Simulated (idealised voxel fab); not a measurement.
process module | voxel tone inversion
cross-section cut | 190 nm wide | cells 5 nm
A cross-section is a grid of square cells, given in bands from the top down. A band is one or more rows of cells.
Each band's line starts with the height of the band's top and of its bottom, in nm. Then come its materials from left to right, each with its width in nm. One material with "throughout" fills the band from edge to edge. "air" is empty space.
Height 0 is the level under which the wafer as received is all one material. The lowest band goes on downwards, as in "0 down".
A width such as "30 to 40" changes by the same amount from each row of cells to the next, from the band's top row to its bottom row.
"no change" after a step means that no cell of the cross-section changed.
closed voids: empty space of 8 cells or more with no open way to the top, each as width x height at its distance from the left edge, in nm
after a step's settings: what the simulator itself notes on the step
overlay nm, on a step with a mask: how far to the right of its planned place the mask lay; to the left if negative
plan
1 op RECEIVE | material Si
2 op CONFORMAL_DEP | material SiN | thk nm 10
3 op DIRECTIONAL_DEP | material polySi | thk nm 15
4 op PATTERN | tone cover | mask id POSTS | material resist | width nm 25 | pitch nm 45 | thk nm 25 | overlay nm 0
5 op DIRECTIONAL_ETCH | etch materials polySi | depth nm 15
6 op STRIP | etch materials resist
7 op FILL_DEP | material SiO2 | thk nm 5
8 op CMP | height nm 25
9 op STRIP | etch materials polySi
as received, after step 1
  0 down: Si throughout
  closed voids: none
first wafer at the end, as planned
  25 to 10: SiO2 15 | air 25 | SiO2 20 | air 25 | SiO2 20 | air 25 | SiO2 20 | air 25 | SiO2 15
  10 to 0: SiN throughout
  0 down: Si throughout
  closed voids: none
second wafer at the end: like start, like plan, one mistake
  25 to 15: SiO2 15 | air 25 | SiO2 20 | air 25 | SiO2 20 | air 25 | SiO2 20 | air 25 | SiO2 15
  15 to 0: SiN throughout
  0 down: Si throughout
  closed voids: none
what went wrong: step 2 ran as: op CONFORMAL_DEP | material SiN | thk nm 15
at the end the second wafer has, in cells: 38 more of SiN | 18 fewer of SiO2
